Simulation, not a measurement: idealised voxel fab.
Herein follows the process module entitled voxel lift off.
Displayed cross-section: cut, width of 195 nm, square cells sized 5 nm.
Notation: cross-section as square-cell grid; stated in bands, top first, going down; one or more cell rows per band.
Read a band's entry like this: the first values are the height of its top and the height of its bottom in nm, and what follows is the sequence of materials from left to right, each with its width in nm. Note that "air" is empty space, and that a single material marked "all across" reaches across the band from edge to edge.
We count height from 0. Below that, the starting wafer is all one material. The lowest band never ends at the bottom but goes on down; see "0 -> down" for how that is written.
You'd read "30..40" like this: the band's top row of cells is as wide as the first number, its bottom row is as wide as the second, and going down, every row changes width by the same amount as the row before did.
When a step is marked "same as before", none of the cells in the cross-section changed during that step.
Under "closed voids" you'll find the enclosed gaps, the ones with no way out to the top, that are 8 cells or bigger; each reads width x height at distance, with distance counted from the left edge, everything in nm.
Where a step's line continues beyond its settings, the continuation is a remark by the simulator itself on that step.
For masked steps, "overlay nm" on the step line gives how far right of plan the mask actually lay; a minus sign means it lay to the left.
### The process steps that were planned are listed below
- 1: RECEIVE: material Si
- 2: CONFORMAL_DEP: material Al2O3, thk nm 15
- 3: PATTERN: tone open, mask id LINES, material resist, width nm 15, pitch nm 45, thk nm 30, overlay nm 0
- 4: DIRECTIONAL_DEP: material Ru, thk nm 15
- 5: STRIP: etch materials resist
- 6: CONFORMAL_DEP: material SiN, thk nm 5
Wafer-to-wafer difference: width nm, step 3. Common start. Plan = first wafer's value.
### The as-received cross-section of the first of several wafers corresponds to the state after step 1
* 0 -> down | Si all across
* closed voids: none
### End of the module, past its last step, step 6: how the first of several wafers looks in cross-section
* 35 -> 30 | 15 of air | 25 of SiN | 20 of air | 25 of SiN | 20 of air | 25 of SiN | 20 of air | 25 of SiN | 20 of air
* 30 -> 20 | 15 of air | 5 of SiN | 15 of Ru | 5 of SiN | 20 of air | 5 of SiN | 15 of Ru | 5 of SiN | 20 of air | 5 of SiN | 15 of Ru | 5 of SiN | 20 of air | 5 of SiN | 15 of Ru | 5 of SiN | 20 of air
* 20 -> 15 | 20 of SiN | 15 of Ru | 30 of SiN | 15 of Ru | 30 of SiN | 15 of Ru | 30 of SiN | 15 of Ru | 25 of SiN
* 15 -> 0 | Al2O3 all across
* 0 -> down | Si all across
* closed voids: none
### Last wafer of the set, cross-sectioned at end of module
* 35 -> 30 | 10 of air | 40 of SiN | 5 of air | 40 of SiN | 5 of air | 40 of SiN | 5 of air | 40 of SiN | 10 of air
* 30 -> 20 | 10 of air | 5 of SiN | 30 of Ru | 5 of SiN | 5 of air | 5 of SiN | 30 of Ru | 5 of SiN | 5 of air | 5 of SiN | 30 of Ru | 5 of SiN | 5 of air | 5 of SiN | 30 of Ru | 5 of SiN | 10 of air
* 20 -> 15 | 15 of SiN | 30 of Ru | 15 of SiN | 30 of Ru | 15 of SiN | 30 of Ru | 15 of SiN | 30 of Ru | 15 of SiN
* 15 -> 0 | Al2O3 all across
* 0 -> down | Si all across
* closed voids: none
### Per wafer (row), end of module: delta in cells per material since receipt, (+) for gained, (-) for lost; closed voids after that
width nm 15 | +117 Al2O3 | +36 Ru | +63 SiN | closed voids: none
width nm 20 | +117 Al2O3 | +48 Ru | +63 SiN | closed voids: none
width nm 25 | +117 Al2O3 | +60 Ru | +63 SiN | closed voids: none
width nm 30 | +117 Al2O3 | +72 Ru | +63 SiN | closed voids: none
